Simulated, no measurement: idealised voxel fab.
process module | voxel capacitor over wiring
cross-section cut | 220 nm wide | cells 5 nm
A cross-section is a grid of square cells, given in bands from the top down. A band is one or more rows of cells.
Each band's line starts with the height of the band's top and of its bottom, in nm. Then come its materials from left to right, each with its width in nm. One material with "throughout" fills the band from edge to edge. "air" is empty space.
Height 0 is the level under which the wafer as received is all one material. The lowest band goes on downwards, as in "0 down".
A width such as "30 to 40" changes by the same amount from each row of cells to the next, from the band's top row to its bottom row.
"no change" after a step means that no cell of the cross-section changed.
closed voids: empty space of 8 cells or more with no open way to the top, each as width x height at its distance from the left edge, in nm
after a step's settings: what the simulator itself notes on the step
overlay nm, on a step with a mask: how far to the right of its planned place the mask lay; to the left if negative
plan
1 op RECEIVE | material Si
2 op CONFORMAL_DEP | material SiO2 | thk nm 15
3 op DIRECTIONAL_DEP | material TiN | thk nm 5
4 op DIRECTIONAL_DEP | material W | thk nm 20
5 op DIRECTIONAL_DEP | material aC | thk nm 10
6 op PATTERN | tone cover | mask id METAL_1 | material resist | width nm 20 | pitch nm 70 | thk nm 30 | overlay nm 0
7 op DIRECTIONAL_ETCH | etch materials aC | depth nm 10
8 op STRIP | etch materials resist
9 op DIRECTIONAL_ETCH | etch materials W | depth nm 20
10 op DIRECTIONAL_ETCH | etch materials TiN | depth nm 5
11 op STRIP | etch materials aC
12 op CONFORMAL_DEP | material SiCN | thk nm 5
13 op FILL_DEP | material lowk | thk nm 5
14 op CMP | height nm 40
15 op CONFORMAL_DEP | material SiCN | thk nm 5
16 op DIRECTIONAL_DEP | material lowk | thk nm 20
17 op PATTERN | tone open | mask id PLUG_1 | material resist | width nm 15 | thk nm 20 | overlay nm 0
18 op DIRECTIONAL_ETCH | etch materials lowk | depth nm 20
19 op DIRECTIONAL_ETCH | etch materials SiCN | depth nm 5
20 op STRIP | etch materials resist
21 op CONFORMAL_DEP | material TiN | thk nm 5
22 op FILL_DEP | material Ru | thk nm 5
23 op CMP | height nm 65
24 op DIRECTIONAL_DEP | material TiN | thk nm 10
25 op DIRECTIONAL_DEP | material HfO2 | thk nm 5
26 op DIRECTIONAL_DEP | material TiN | thk nm 10
27 op PATTERN | tone cover | mask id UPPER_PLATE | material resist | width nm 55 | thk nm 15 | overlay nm 0
28 op DIRECTIONAL_ETCH | etch materials TiN | depth nm 10
29 op DIRECTIONAL_ETCH | etch materials HfO2 | depth nm 5
30 op STRIP | etch materials resist
31 op PATTERN | tone cover | mask id LOWER_PLATE | material resist | width nm 65 | thk nm 15 | overlay nm 0
32 op DIRECTIONAL_ETCH | etch materials TiN | depth nm 10
33 op STRIP | etch materials resist
34 op FILL_DEP | material SiO2 | thk nm 15
35 op CMP | height nm 100
36 op DIRECTIONAL_DEP | material aC | thk nm 15
37 op PATTERN | tone open | mask id PLUG_2 | material resist | width nm 15 | thk nm 30 | overlay nm 0
38 op DIRECTIONAL_ETCH | etch materials aC | depth nm 15
39 op STRIP | etch materials resist
40 op DIRECTIONAL_ETCH | etch materials SiO2 | depth nm 10
41 op STRIP | etch materials aC
42 op CONFORMAL_DEP | material TiN | thk nm 5
43 op FILL_DEP | material Cu | thk nm 10
44 op CMP | height nm 100
45 op CONFORMAL_DEP | material SiN | thk nm 5
as received, after step 1
  0 down: Si throughout
  closed voids: none
a wafer at the end: this start, this plan, one mistake
  105 to 100: SiN throughout
  100 to 95: Cu 75 | TiN 5 | SiO2 15 | TiN 5 | Cu 120
  95 to 90: TiN 80 | SiO2 15 | TiN 125
  90 to 80: SiO2 70 | TiN 55 | SiO2 95
  80 to 75: SiO2 70 | HfO2 55 | SiO2 95
  75 to 65: SiO2 65 | TiN 65 | SiO2 90
  65 to 45: lowk 70 | TiN 5 | Ru 5 | TiN 5 | lowk 135
  45 to 40: SiCN 70 | TiN 15 | SiCN 135
  40 to 20: lowk 60 | SiCN 5 | W 20 | SiCN 5 | lowk 40 | SiCN 5 | W 20 | SiCN 5 | lowk 60
  20 to 15: SiCN 65 | TiN 20 | SiCN 50 | TiN 20 | SiCN 65
  15 to 0: SiO2 throughout
  0 down: Si throughout
  closed voids: none
what went wrong: step 37 ran as: op PATTERN | tone cover | mask id PLUG_2 | material resist | width nm 15 | thk nm 30 | overlay nm 0
